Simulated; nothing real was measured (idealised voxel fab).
A process module follows: voxel transistor to metal.
Section cut is 210 nm wide and gridded with 5 nm square cells.
Cross-section format: a grid of square cells, given as bands from top to bottom; each band is one or more rows of cells.
Per band: top height and bottom height in nm, followed by the left-to-right materials and their widths in nm; "everywhere" marks a single material spanning edge to edge, "empty" marks empty space.
Measure heights from 0. That's the level where, below it, the as-received wafer is all one material. The lowest band is bottomless and extends downward; write it as in "0 nm and below".
Per-row width for "30..40": begins at first number (top row of band), ends at second number (bottom row), increment between rows held constant.
No cell of the cross-section changed in a step that is given as "all unchanged".
Each empty space that has no open way to the top and spans at least 8 cells appears under "Entrapped void list" as width x height at distance, the distance counted from the left edge, all in nm.
Where a step's line continues beyond its settings, the continuation is a remark by the simulator itself on that step.
overlay nm: step with mask; distance mask lay right of planned place; negative value = left of planned place.

Planned process steps:
1,RECEIVE (material Si)
2,CONFORMAL_DEP (material SiO2; thk nm 5)
3,CONFORMAL_DEP (material SiN; thk nm 15)
4,DIRECTIONAL_DEP (material aC; thk nm 10)
5,PATTERN (tone cover; mask id ACTIVE; material resist; width nm 105; thk nm 30; overlay nm 0)
6,DIRECTIONAL_ETCH (etch materials aC; depth nm 10)
7,STRIP (etch materials resist)
8,DIRECTIONAL_ETCH (etch materials SiN; depth nm 15)
9,DIRECTIONAL_ETCH (etch materials SiO2; depth nm 5)
10,DIRECTIONAL_ETCH (etch materials Si; depth nm 25)
11,STRIP (etch materials aC)
12,OXIDIZE (depth nm 5)
13,FILL_DEP (material SiO2; thk nm 5)
14,CMP (height nm 20)
15,SELECTIVE_ETCH (etch materials SiO2; depth nm 10)
16,STRIP (etch materials SiN)
17,SELECTIVE_ETCH (etch materials SiO2; depth nm 5)
18,OXIDIZE (depth nm 5)
19,DIRECTIONAL_DEP (material polySi; thk nm 30)
20,DIRECTIONAL_DEP (material SiCN; thk nm 15)
21,MASKED_ETCH (tone cover; mask id GATE; width nm 25; etch materials SiCN; depth nm 25; overlay nm 0)
22,MASKED_ETCH (tone cover; mask id GATE; width nm 25; etch materials polySi; depth nm 40; overlay nm 0)
23,CONFORMAL_DEP (material SiO2; thk nm 5)
24,DIRECTIONAL_ETCH (etch materials SiO2; depth nm 5)
25,CONFORMAL_DEP (material SiN; thk nm 5)
26,DIRECTIONAL_ETCH (etch materials SiN; depth nm 5)
27,DIRECTIONAL_ETCH (etch materials SiO2; depth nm 5)
28,DIRECTIONAL_ETCH (etch materials Si; depth nm 5)
29,EPI (material SiGe; thk nm 5)
30,FILL_DEP (material SiO2; thk nm 5)
31,CMP (height nm 30)
32,STRIP (etch materials polySi)
33,SELECTIVE_ETCH (etch materials SiO2; depth nm 5)
34,CONFORMAL_DEP (material HfO2; thk nm 5)
35,CONFORMAL_DEP (material TiN; thk nm 5)
36,FILL_DEP (material W; thk nm 10)
37,CMP (height nm 25)
38,DIRECTIONAL_DEP (material SiO2; thk nm 15)
39,DIRECTIONAL_DEP (material aC; thk nm 15)
40,PATTERN (tone open; mask id CONTACT; material resist; width nm 20; pitch nm 75; thk nm 30; overlay nm 0)
41,DIRECTIONAL_ETCH (etch materials aC; depth nm 15)
42,STRIP (etch materials resist)
43,DIRECTIONAL_ETCH (etch materials SiO2; depth nm 45)
44,STRIP (etch materials aC)
45,CONFORMAL_DEP (material TiN; thk nm 5)
46,FILL_DEP (material W; thk nm 5)
47,CMP (height nm 40)
48,CONFORMAL_DEP (material SiN; thk nm 5)
49,DIRECTIONAL_DEP (material SiO2; thk nm 15)
50,MASKED_ETCH (tone open; mask id METAL_1; width nm 20; pitch nm 75; etch materials SiO2; depth nm 15; overlay nm 0)
51,MASKED_ETCH (tone open; mask id METAL_1; width nm 20; pitch nm 75; etch materials SiN; depth nm 5; overlay nm 0)
52,CONFORMAL_DEP (material TiN; thk nm 5)
53,FILL_DEP (material Cu; thk nm 5)
54,CMP (height nm 60)
55,EPI (material Ru; thk nm 5)
56,FILL_DEP (material SiCN; thk nm 5)

Account of the first of two wafers, which was processed as intended:

Wafer at receipt (post step 1), cross-section:
    0 nm and below | Si everywhere
    Entrapped void list: none

You're looking at a cross-section of the wafer after step 2:
    5 nm to 0 nm | SiO2 everywhere
    Heights below 0 show no change.

You're looking at a cross-section of the wafer after step 3:
    20 nm to 5 nm | SiN everywhere
    Heights below 5 show no change.

You're looking at a cross-section of the wafer after step 4:
    30 nm to 20 nm | aC everywhere
    Heights below 20 show no change.

You're looking at a cross-section of the wafer after step 5:
    60 nm to 30 nm | empty 50 / resist 105 / empty 55
    Heights below 30 show no change.

You're looking at a cross-section of the wafer after step 6:
    50 nm to 30 nm | empty 50 / resist 105 / empty 55
    30 nm to 20 nm | empty 50 / aC 105 / empty 55
    Heights below 20 show no change.

You're looking at a cross-section of the wafer after step 7:
    30 nm to 20 nm | empty 50 / aC 105 / empty 55
    Heights below 20 show no change.

You're looking at a cross-section of the wafer after step 8:
    30 nm to 20 nm | empty 50 / aC 105 / empty 55
    20 nm to 5 nm | empty 50 / SiN 105 / empty 55
    Heights below 5 show no change.

You're looking at a cross-section of the wafer after step 9:
    30 nm to 20 nm | empty 50 / aC 105 / empty 55
    20 nm to 5 nm | empty 50 / SiN 105 / empty 55
    5 nm to 0 nm | empty 50 / SiO2 105 / empty 55
    Heights below 0 show no change.

You're looking at a cross-section of the wafer after step 10:
    30 nm to 20 nm | empty 50 / aC 105 / empty 55
    20 nm to 5 nm | empty 50 / SiN 105 / empty 55
    5 nm to 0 nm | empty 50 / SiO2 105 / empty 55
    0 nm to -25 nm | empty 50 / Si 105 / empty 55
    Heights below -25 show no change.

You're looking at a cross-section of the wafer after step 11:
    20 nm to 5 nm | empty 50 / SiN 105 / empty 55
    Heights below 5 show no change.

You're looking at a cross-section of the wafer after step 12:
    20 nm to 5 nm | empty 50 / SiN 105 / empty 55
    5 nm to 0 nm | empty 50 / SiO2 105 / empty 55
    0 nm to -25 nm | empty 50 / SiO2 5 / Si 95 / SiO2 5 / empty 55
    -25 nm to -30 nm | SiO2 55 / Si 95 / SiO2 60
    Heights below -30 show no change.

You're looking at a cross-section of the wafer after step 13:
    25 nm to 20 nm | SiO2 everywhere
    20 nm to 5 nm | SiO2 50 / SiN 105 / SiO2 55
    5 nm to 0 nm | SiO2 everywhere
    0 nm to -30 nm | SiO2 55 / Si 95 / SiO2 60
    Heights below -30 show no change.

You're looking at a cross-section of the wafer after step 14:
    20 nm to 5 nm | SiO2 50 / SiN 105 / SiO2 55
    Heights below 5 show no change.

You're looking at a cross-section of the wafer after step 15:
    20 nm to 10 nm | empty 50 / SiN 105 / empty 55
    Heights below 10 show no change.

You're looking at a cross-section of the wafer after step 16:
    10 nm to 5 nm | SiO2 50 / empty 105 / SiO2 55
    Heights below 5 show no change.

You're looking at a cross-section of the wafer after step 17:
    5 nm to 0 nm | SiO2 45 / empty 115 / SiO2 50
    Heights below 0 show no change.

You're looking at a cross-section of the wafer after step 18:
    5 nm to 0 nm | SiO2 45 / empty 115 / SiO2 50
    0 nm to -5 nm | SiO2 everywhere
    Heights below -5 show no change.

You're looking at a cross-section of the wafer after step 19:
    35 nm to 30 nm | polySi 45 / empty 115 / polySi 50
    30 nm to 5 nm | polySi everywhere
    5 nm to 0 nm | SiO2 45 / polySi 115 / SiO2 50
    Heights below 0 show no change.

You're looking at a cross-section of the wafer after step 20:
    50 nm to 45 nm | SiCN 45 / empty 115 / SiCN 50
    45 nm to 35 nm | SiCN everywhere
    35 nm to 30 nm | polySi 45 / SiCN 115 / polySi 50
    Heights below 30 show no change.

You're looking at a cross-section of the wafer after step 21:
    45 nm to 35 nm | empty 90 / SiCN 25 / empty 95
    35 nm to 30 nm | polySi 45 / empty 45 / SiCN 25 / empty 45 / polySi 50
    Heights below 30 show no change.

You're looking at a cross-section of the wafer after step 22:
    45 nm to 30 nm | empty 90 / SiCN 25 / empty 95
    30 nm to 5 nm | empty 90 / polySi 25 / empty 95
    5 nm to 0 nm | SiO2 45 / empty 45 / polySi 25 / empty 45 / SiO2 50
    Heights below 0 show no change.

You're looking at a cross-section of the wafer after step 23:
    50 nm to 45 nm | empty 85 / SiO2 35 / empty 90
    45 nm to 30 nm | empty 85 / SiO2 5 / SiCN 25 / SiO2 5 / empty 90
    30 nm to 10 nm | empty 85 / SiO2 5 / polySi 25 / SiO2 5 / empty 90
    10 nm to 5 nm | SiO2 50 / empty 35 / SiO2 5 / polySi 25 / SiO2 5 / empty 35 / SiO2 55
    5 nm to 0 nm | SiO2 90 / polySi 25 / SiO2 95
    Heights below 0 show no change.

You're looking at a cross-section of the wafer after step 24:
    45 nm to 30 nm | empty 85 / SiO2 5 / SiCN 25 / SiO2 5 / empty 90
    30 nm to 5 nm | empty 85 / SiO2 5 / polySi 25 / SiO2 5 / empty 90
    5 nm to 0 nm | SiO2 50 / empty 35 / SiO2 5 / polySi 25 / SiO2 5 / empty 35 / SiO2 55
    Heights below 0 show no change.

You're looking at a cross-section of the wafer after step 25:
    50 nm to 45 nm | empty 80 / SiN 45 / empty 85
    45 nm to 30 nm | empty 80 / SiN 5 / SiO2 5 / SiCN 25 / SiO2 5 / SiN 5 / empty 85
    30 nm to 10 nm | empty 80 / SiN 5 / SiO2 5 / polySi 25 / SiO2 5 / SiN 5 / empty 85
    10 nm to 5 nm | SiN 55 / empty 25 / SiN 5 / SiO2 5 / polySi 25 / SiO2 5 / SiN 5 / empty 25 / SiN 60
    5 nm to 0 nm | SiO2 50 / SiN 35 / SiO2 5 / polySi 25 / SiO2 5 / SiN 35 / SiO2 55
    Heights below 0 show no change.

You're looking at a cross-section of the wafer after step 26:
    45 nm to 30 nm | empty 80 / SiN 5 / SiO2 5 / SiCN 25 / SiO2 5 / SiN 5 / empty 85
    30 nm to 5 nm | empty 80 / SiN 5 / SiO2 5 / polySi 25 / SiO2 5 / SiN 5 / empty 85
    5 nm to 0 nm | SiO2 50 / SiN 5 / empty 25 / SiN 5 / SiO2 5 / polySi 25 / SiO2 5 / SiN 5 / empty 25 / SiN 5 / SiO2 55
    Heights below 0 show no change.

You're looking at a cross-section of the wafer after step 27:
    45 nm to 40 nm | empty 80 / SiN 5 / empty 5 / SiCN 25 / empty 5 / SiN 5 / empty 85
    40 nm to 30 nm | empty 80 / SiN 5 / SiO2 5 / SiCN 25 / SiO2 5 / SiN 5 / empty 85
    30 nm to 5 nm | empty 80 / SiN 5 / SiO2 5 / polySi 25 / SiO2 5 / SiN 5 / empty 85
    5 nm to 0 nm | empty 50 / SiN 5 / empty 25 / SiN 5 / SiO2 5 / polySi 25 / SiO2 5 / SiN 5 / empty 25 / SiN 5 / empty 55
    0 nm to -5 nm | SiO2 55 / empty 25 / SiO2 45 / empty 25 / SiO2 60
    Heights below -5 show no change.

You're looking at a cross-section of the wafer after step 28:
    45 nm to 40 nm | empty 80 / SiN 5 / empty 5 / SiCN 25 / empty 5 / SiN 5 / empty 85
    40 nm to 30 nm | empty 80 / SiN 5 / SiO2 5 / SiCN 25 / SiO2 5 / SiN 5 / empty 85
    30 nm to 5 nm | empty 80 / SiN 5 / SiO2 5 / polySi 25 / SiO2 5 / SiN 5 / empty 85
    5 nm to 0 nm | empty 50 / SiN 5 / empty 25 / SiN 5 / SiO2 5 / polySi 25 / SiO2 5 / SiN 5 / empty 25 / SiN 5 / empty 55
    0 nm to -5 nm | SiO2 55 / empty 25 / SiO2 45 / empty 25 / SiO2 60
    -5 nm to -10 nm | SiO2 55 / empty 25 / Si 45 / empty 25 / SiO2 60
    Heights below -10 show no change.

You're looking at a cross-section of the wafer after step 29:
    45 nm to 40 nm | empty 80 / SiN 5 / empty 5 / SiCN 25 / empty 5 / SiN 5 / empty 85
    40 nm to 30 nm | empty 80 / SiN 5 / SiO2 5 / SiCN 25 / SiO2 5 / SiN 5 / empty 85
    30 nm to 5 nm | empty 80 / SiN 5 / SiO2 5 / polySi 25 / SiO2 5 / SiN 5 / empty 85
    5 nm to 0 nm | empty 50 / SiN 5 / empty 25 / SiN 5 / SiO2 5 / polySi 25 / SiO2 5 / SiN 5 / empty 25 / SiN 5 / empty 55
    0 nm to -5 nm | SiO2 55 / empty 20 / SiGe 5 / SiO2 45 / SiGe 5 / empty 20 / SiO2 60
    -5 nm to -10 nm | SiO2 55 / SiGe 25 / Si 45 / SiGe 25 / SiO2 60
    Heights below -10 show no change.

You're looking at a cross-section of the wafer after step 30:
    50 nm to 45 nm | SiO2 everywhere
    45 nm to 30 nm | SiO2 80 / SiN 5 / SiO2 5 / SiCN 25 / SiO2 5 / SiN 5 / SiO2 85
    30 nm to 5 nm | SiO2 80 / SiN 5 / SiO2 5 / polySi 25 / SiO2 5 / SiN 5 / SiO2 85
    5 nm to 0 nm | SiO2 50 / SiN 5 / SiO2 25 / SiN 5 / SiO2 5 / polySi 25 / SiO2 5 / SiN 5 / SiO2 25 / SiN 5 / SiO2 55
    0 nm to -5 nm | SiO2 75 / SiGe 5 / SiO2 45 / SiGe 5 / SiO2 80
    Heights below -5 show no change.

You're looking at a cross-section of the wafer after step 31:
    30 nm to 5 nm | SiO2 80 / SiN 5 / SiO2 5 / polySi 25 / SiO2 5 / SiN 5 / SiO2 85
    Heights below 5 show no change.

You're looking at a cross-section of the wafer after step 32:
    30 nm to 5 nm | SiO2 80 / SiN 5 / SiO2 5 / empty 25 / SiO2 5 / SiN 5 / SiO2 85
    5 nm to 0 nm | SiO2 50 / SiN 5 / SiO2 25 / SiN 5 / SiO2 5 / empty 25 / SiO2 5 / SiN 5 / SiO2 25 / SiN 5 / SiO2 55
    Heights below 0 show no change.

You're looking at a cross-section of the wafer after step 33:
    30 nm to 25 nm | empty 80 / SiN 5 / empty 35 / SiN 5 / empty 85
    25 nm to 5 nm | SiO2 80 / SiN 5 / empty 35 / SiN 5 / SiO2 85
    5 nm to 0 nm | SiO2 50 / SiN 5 / SiO2 25 / SiN 5 / empty 35 / SiN 5 / SiO2 25 / SiN 5 / SiO2 55
    0 nm to -5 nm | SiO2 75 / SiGe 5 / SiO2 5 / empty 35 / SiO2 5 / SiGe 5 / SiO2 80
    Heights below -5 show no change.

You're looking at a cross-section of the wafer after step 34:
    35 nm to 30 nm | empty 75 / HfO2 15 / empty 25 / HfO2 15 / empty 80
    30 nm to 25 nm | HfO2 80 / SiN 5 / HfO2 5 / empty 25 / HfO2 5 / SiN 5 / HfO2 85
    25 nm to 5 nm | SiO2 80 / SiN 5 / HfO2 5 / empty 25 / HfO2 5 / SiN 5 / SiO2 85
    5 nm to 0 nm | SiO2 50 / SiN 5 / SiO2 25 / SiN 5 / HfO2 5 / empty 25 / HfO2 5 / SiN 5 / SiO2 25 / SiN 5 / SiO2 55
    0 nm to -5 nm | SiO2 75 / SiGe 5 / SiO2 5 / HfO2 35 / SiO2 5 / SiGe 5 / SiO2 80
    Heights below -5 show no change.

You're looking at a cross-section of the wafer after step 35:
    40 nm to 35 nm | empty 70 / TiN 25 / empty 15 / TiN 25 / empty 75
    35 nm to 30 nm | TiN 75 / HfO2 15 / TiN 5 / empty 15 / TiN 5 / HfO2 15 / TiN 80
    30 nm to 25 nm | HfO2 80 / SiN 5 / HfO2 5 / TiN 5 / empty 15 / TiN 5 / HfO2 5 / SiN 5 / HfO2 85
    25 nm to 5 nm | SiO2 80 / SiN 5 / HfO2 5 / TiN 5 / empty 15 / TiN 5 / HfO2 5 / SiN 5 / SiO2 85
    5 nm to 0 nm | SiO2 50 / SiN 5 / SiO2 25 / SiN 5 / HfO2 5 / TiN 25 / HfO2 5 / SiN 5 / SiO2 25 / SiN 5 / SiO2 55
    Heights below 0 show no change.

You're looking at a cross-section of the wafer after step 36:
    50 nm to 40 nm | W everywhere
    40 nm to 35 nm | W 70 / TiN 25 / W 15 / TiN 25 / W 75
    35 nm to 30 nm | TiN 75 / HfO2 15 / TiN 5 / W 15 / TiN 5 / HfO2 15 / TiN 80
    30 nm to 25 nm | HfO2 80 / SiN 5 / HfO2 5 / TiN 5 / W 15 / TiN 5 / HfO2 5 / SiN 5 / HfO2 85
    25 nm to 5 nm | SiO2 80 / SiN 5 / HfO2 5 / TiN 5 / W 15 / TiN 5 / HfO2 5 / SiN 5 / SiO2 85
    Heights below 5 show no change.

You're looking at a cross-section of the wafer after step 37:
    25 nm to 5 nm | SiO2 80 / SiN 5 / HfO2 5 / TiN 5 / W 15 / TiN 5 / HfO2 5 / SiN 5 / SiO2 85
    Heights below 5 show no change.

You're looking at a cross-section of the wafer after step 38:
    40 nm to 25 nm | SiO2 everywhere
    Heights below 25 show no change.

You're looking at a cross-section of the wafer after step 39:
    55 nm to 40 nm | aC everywhere
    Heights below 40 show no change.

You're looking at a cross-section of the wafer after step 40:
    85 nm to 55 nm | resist 55 / empty 20 / resist 55 / empty 20 / resist 60
    Heights below 55 show no change.

You're looking at a cross-section of the wafer after step 41:
    70 nm to 55 nm | resist 55 / empty 20 / resist 55 / empty 20 / resist 60
    55 nm to 40 nm | aC 55 / empty 20 / aC 55 / empty 20 / aC 60
    Heights below 40 show no change.

You're looking at a cross-section of the wafer after step 42:
    55 nm to 40 nm | aC 55 / empty 20 / aC 55 / empty 20 / aC 60
    Heights below 40 show no change.

You're looking at a cross-section of the wafer after step 43:
    55 nm to 40 nm | aC 55 / empty 20 / aC 55 / empty 20 / aC 60
    40 nm to 25 nm | SiO2 55 / empty 20 / SiO2 55 / empty 20 / SiO2 60
    25 nm to 5 nm | SiO2 55 / empty 20 / SiO2 5 / SiN 5 / HfO2 5 / TiN 5 / W 15 / TiN 5 / HfO2 5 / SiN 5 / SiO2 5 / empty 20 / SiO2 60
    5 nm to 0 nm | SiO2 50 / SiN 5 / empty 20 / SiO2 5 / SiN 5 / HfO2 5 / TiN 25 / HfO2 5 / SiN 5 / SiO2 5 / empty 20 / SiN 5 / SiO2 55
    0 nm to -5 nm | SiO2 55 / empty 20 / SiGe 5 / SiO2 5 / HfO2 35 / SiO2 5 / SiGe 5 / empty 20 / SiO2 60
    Heights below -5 show no change.

You're looking at a cross-section of the wafer after step 44:
    40 nm to 25 nm | SiO2 55 / empty 20 / SiO2 55 / empty 20 / SiO2 60
    Heights below 25 show no change.

You're looking at a cross-section of the wafer after step 45:
    45 nm to 40 nm | TiN 60 / empty 10 / TiN 65 / empty 10 / TiN 65
    40 nm to 25 nm | SiO2 55 / TiN 5 / empty 10 / TiN 5 / SiO2 55 / TiN 5 / empty 10 / TiN 5 / SiO2 60
    25 nm to 5 nm | SiO2 55 / TiN 5 / empty 10 / TiN 5 / SiO2 5 / SiN 5 / HfO2 5 / TiN 5 / W 15 / TiN 5 / HfO2 5 / SiN 5 / SiO2 5 / TiN 5 / empty 10 / TiN 5 / SiO2 60
    5 nm to 0 nm | SiO2 50 / SiN 5 / TiN 5 / empty 10 / TiN 5 / SiO2 5 / SiN 5 / HfO2 5 / TiN 25 / HfO2 5 / SiN 5 / SiO2 5 / TiN 5 / empty 10 / TiN 5 / SiN 5 / SiO2 55
    0 nm to -5 nm | SiO2 55 / TiN 20 / SiGe 5 / SiO2 5 / HfO2 35 / SiO2 5 / SiGe 5 / TiN 20 / SiO2 60
    Heights below -5 show no change.

You're looking at a cross-section of the wafer after step 46:
    50 nm to 45 nm | W everywhere
    45 nm to 40 nm | TiN 60 / W 10 / TiN 65 / W 10 / TiN 65
    40 nm to 25 nm | SiO2 55 / TiN 5 / W 10 / TiN 5 / SiO2 55 / TiN 5 / W 10 / TiN 5 / SiO2 60
    25 nm to 5 nm | SiO2 55 / TiN 5 / W 10 / TiN 5 / SiO2 5 / SiN 5 / HfO2 5 / TiN 5 / W 15 / TiN 5 / HfO2 5 / SiN 5 / SiO2 5 / TiN 5 / W 10 / TiN 5 / SiO2 60
    5 nm to 0 nm | SiO2 50 / SiN 5 / TiN 5 / W 10 / TiN 5 / SiO2 5 / SiN 5 / HfO2 5 / TiN 25 / HfO2 5 / SiN 5 / SiO2 5 / TiN 5 / W 10 / TiN 5 / SiN 5 / SiO2 55
    Heights below 0 show no change.

You're looking at a cross-section of the wafer after step 47:
    40 nm to 25 nm | SiO2 55 / TiN 5 / W 10 / TiN 5 / SiO2 55 / TiN 5 / W 10 / TiN 5 / SiO2 60
    Heights below 25 show no change.

You're looking at a cross-section of the wafer after step 48:
    45 nm to 40 nm | SiN everywhere
    Heights below 40 show no change.

You're looking at a cross-section of the wafer after step 49:
    60 nm to 45 nm | SiO2 everywhere
    Heights below 45 show no change.

You're looking at a cross-section of the wafer after step 50:
    60 nm to 45 nm | SiO2 55 / empty 20 / SiO2 55 / empty 20 / SiO2 60
    Heights below 45 show no change.

You're looking at a cross-section of the wafer after step 51:
    60 nm to 45 nm | SiO2 55 / empty 20 / SiO2 55 / empty 20 / SiO2 60
    45 nm to 40 nm | SiN 55 / empty 20 / SiN 55 / empty 20 / SiN 60
    Heights below 40 show no change.

You're looking at a cross-section of the wafer after step 52:
    65 nm to 60 nm | TiN 60 / empty 10 / TiN 65 / empty 10 / TiN 65
    60 nm to 45 nm | SiO2 55 / TiN 5 / empty 10 / TiN 5 / SiO2 55 / TiN 5 / empty 10 / TiN 5 / SiO2 60
    45 nm to 40 nm | SiN 55 / TiN 20 / SiN 55 / TiN 20 / SiN 60
    Heights below 40 show no change.

You're looking at a cross-section of the wafer after step 53:
    70 nm to 65 nm | Cu everywhere
    65 nm to 60 nm | TiN 60 / Cu 10 / TiN 65 / Cu 10 / TiN 65
    60 nm to 45 nm | SiO2 55 / TiN 5 / Cu 10 / TiN 5 / SiO2 55 / TiN 5 / Cu 10 / TiN 5 / SiO2 60
    Heights below 45 show no change.

You're looking at a cross-section of the wafer after step 54:
    60 nm to 45 nm | SiO2 55 / TiN 5 / Cu 10 / TiN 5 / SiO2 55 / TiN 5 / Cu 10 / TiN 5 / SiO2 60
    Heights below 45 show no change.

You're looking at a cross-section of the wafer after step 55:
    65 nm to 60 nm | empty 50 / Ru 30 / empty 45 / Ru 30 / empty 55
    Heights below 60 show no change.

You're looking at a cross-section of the wafer after step 56:
    70 nm to 65 nm | SiCN everywhere
    65 nm to 60 nm | SiCN 50 / Ru 30 / SiCN 45 / Ru 30 / SiCN 55
    Heights below 60 show no change.

Second wafer, same starting conditions and recipe as the first, one mistake in executing it, nothing differs from the first up to and including step 39:

The second wafer cut through, at the time step 40 was supposed to be finished:
    85 nm to 55 nm | empty 55 / resist 20 / empty 55 / resist 20 / empty 60
    Heights below 55 show no change.

The second wafer cut through, at the time step 41 was supposed to be finished:
    70 nm to 55 nm | empty 55 / resist 20 / empty 55 / resist 20 / empty 60
    55 nm to 40 nm | empty 55 / aC 20 / empty 55 / aC 20 / empty 60
    Heights below 40 show no change.

The second wafer cut through, at the time step 42 was supposed to be finished:
    55 nm to 40 nm | empty 55 / aC 20 / empty 55 / aC 20 / empty 60
    Heights below 40 show no change.

The second wafer cut through, at the time step 43 was supposed to be finished:
    55 nm to 40 nm | empty 55 / aC 20 / empty 55 / aC 20 / empty 60
    40 nm to 25 nm | empty 55 / SiO2 20 / empty 55 / SiO2 20 / empty 60
    25 nm to 5 nm | empty 55 / SiO2 20 / empty 5 / SiN 5 / HfO2 5 / TiN 5 / W 15 / TiN 5 / HfO2 5 / SiN 5 / empty 5 / SiO2 20 / empty 60
    5 nm to 0 nm | empty 50 / SiN 5 / SiO2 20 / empty 5 / SiN 5 / HfO2 5 / TiN 25 / HfO2 5 / SiN 5 / empty 5 / SiO2 20 / SiN 5 / empty 55
    0 nm to -5 nm | empty 50 / SiO2 25 / SiGe 5 / SiO2 5 / HfO2 35 / SiO2 5 / SiGe 5 / SiO2 25 / empty 55
    Heights below -5 show no change.

The second wafer cut through, at the time step 44 was supposed to be finished:
    40 nm to 25 nm | empty 55 / SiO2 20 / empty 55 / SiO2 20 / empty 60
    Heights below 25 show no change.

The second wafer cut through, at the time step 45 was supposed to be finished:
    45 nm to 40 nm | empty 50 / TiN 30 / empty 45 / TiN 30 / empty 55
    40 nm to 30 nm | empty 50 / TiN 5 / SiO2 20 / TiN 5 / empty 45 / TiN 5 / SiO2 20 / TiN 5 / empty 55
    30 nm to 25 nm | empty 50 / TiN 5 / SiO2 20 / TiN 55 / SiO2 20 / TiN 5 / empty 55
    25 nm to 10 nm | empty 50 / TiN 5 / SiO2 20 / TiN 5 / SiN 5 / HfO2 5 / TiN 5 / W 15 / TiN 5 / HfO2 5 / SiN 5 / TiN 5 / SiO2 20 / TiN 5 / empty 55
    10 nm to 5 nm | empty 45 / TiN 10 / SiO2 20 / TiN 5 / SiN 5 / HfO2 5 / TiN 5 / W 15 / TiN 5 / HfO2 5 / SiN 5 / TiN 5 / SiO2 20 / TiN 10 / empty 50
    5 nm to 0 nm | empty 45 / TiN 5 / SiN 5 / SiO2 20 / TiN 5 / SiN 5 / HfO2 5 / TiN 25 / HfO2 5 / SiN 5 / TiN 5 / SiO2 20 / SiN 5 / TiN 5 / empty 50
    0 nm to -5 nm | TiN 50 / SiO2 25 / SiGe 5 / SiO2 5 / HfO2 35 / SiO2 5 / SiGe 5 / SiO2 25 / TiN 55
    Heights below -5 show no change.

The second wafer cut through, at the time step 46 was supposed to be finished:
    50 nm to 45 nm | W everywhere
    45 nm to 40 nm | W 50 / TiN 30 / W 45 / TiN 30 / W 55
    40 nm to 30 nm | W 50 / TiN 5 / SiO2 20 / TiN 5 / W 45 / TiN 5 / SiO2 20 / TiN 5 / W 55
    30 nm to 25 nm | W 50 / TiN 5 / SiO2 20 / TiN 55 / SiO2 20 / TiN 5 / W 55
    25 nm to 10 nm | W 50 / TiN 5 / SiO2 20 / TiN 5 / SiN 5 / HfO2 5 / TiN 5 / W 15 / TiN 5 / HfO2 5 / SiN 5 / TiN 5 / SiO2 20 / TiN 5 / W 55
    10 nm to 5 nm | W 45 / TiN 10 / SiO2 20 / TiN 5 / SiN 5 / HfO2 5 / TiN 5 / W 15 / TiN 5 / HfO2 5 / SiN 5 / TiN 5 / SiO2 20 / TiN 10 / W 50
    5 nm to 0 nm | W 45 / TiN 5 / SiN 5 / SiO2 20 / TiN 5 / SiN 5 / HfO2 5 / TiN 25 / HfO2 5 / SiN 5 / TiN 5 / SiO2 20 / SiN 5 / TiN 5 / W 50
    Heights below 0 show no change.

The second wafer cut through, at the time step 47 was supposed to be finished:
    40 nm to 30 nm | W 50 / TiN 5 / SiO2 20 / TiN 5 / W 45 / TiN 5 / SiO2 20 / TiN 5 / W 55
    Heights below 30 show no change.

The second wafer cut through, at the time step 48 was supposed to be finished:
    45 nm to 40 nm | SiN everywhere
    Heights below 40 show no change.

The second wafer cut through, at the time step 49 was supposed to be finished:
    60 nm to 45 nm | SiO2 everywhere
    Heights below 45 show no change.

The second wafer cut through, at the time step 50 was supposed to be finished:
    60 nm to 45 nm | SiO2 55 / empty 20 / SiO2 55 / empty 20 / SiO2 60
    Heights below 45 show no change.

The second wafer cut through, at the time step 51 was supposed to be finished:
    60 nm to 45 nm | SiO2 55 / empty 20 / SiO2 55 / empty 20 / SiO2 60
    45 nm to 40 nm | SiN 55 / empty 20 / SiN 55 / empty 20 / SiN 60
    Heights below 40 show no change.

The second wafer cut through, at the time step 52 was supposed to be finished:
    65 nm to 60 nm | TiN 60 / empty 10 / TiN 65 / empty 10 / TiN 65
    60 nm to 45 nm | SiO2 55 / TiN 5 / empty 10 / TiN 5 / SiO2 55 / TiN 5 / empty 10 / TiN 5 / SiO2 60
    45 nm to 40 nm | SiN 55 / TiN 20 / SiN 55 / TiN 20 / SiN 60
    Heights below 40 show no change.

The second wafer cut through, at the time step 53 was supposed to be finished:
    70 nm to 65 nm | Cu everywhere
    65 nm to 60 nm | TiN 60 / Cu 10 / TiN 65 / Cu 10 / TiN 65
    60 nm to 45 nm | SiO2 55 / TiN 5 / Cu 10 / TiN 5 / SiO2 55 / TiN 5 / Cu 10 / TiN 5 / SiO2 60
    Heights below 45 show no change.

The second wafer cut through, at the time step 54 was supposed to be finished:
    60 nm to 45 nm | SiO2 55 / TiN 5 / Cu 10 / TiN 5 / SiO2 55 / TiN 5 / Cu 10 / TiN 5 / SiO2 60
    Heights below 45 show no change.

The second wafer cut through, at the time step 55 was supposed to be finished:
    65 nm to 60 nm | empty 50 / Ru 30 / empty 45 / Ru 30 / empty 55
    Heights below 60 show no change.

The second wafer cut through, at the time step 56 was supposed to be finished:
    70 nm to 65 nm | SiCN everywhere
    65 nm to 60 nm | SiCN 50 / Ru 30 / SiCN 45 / Ru 30 / SiCN 55
    Heights below 60 show no change.
Finding, execution versus plan: step 40 was run on a setting that differed from the plan, and what really ran there is PATTERN (tone cover; mask id CONTACT; material resist; width nm 20; pitch nm 75; thk nm 30; overlay nm 0)
The final cell counts differ between the wafers, with the second having more or fewer of some materials than the first: -174 SiO2 | +24 TiN | +150 W
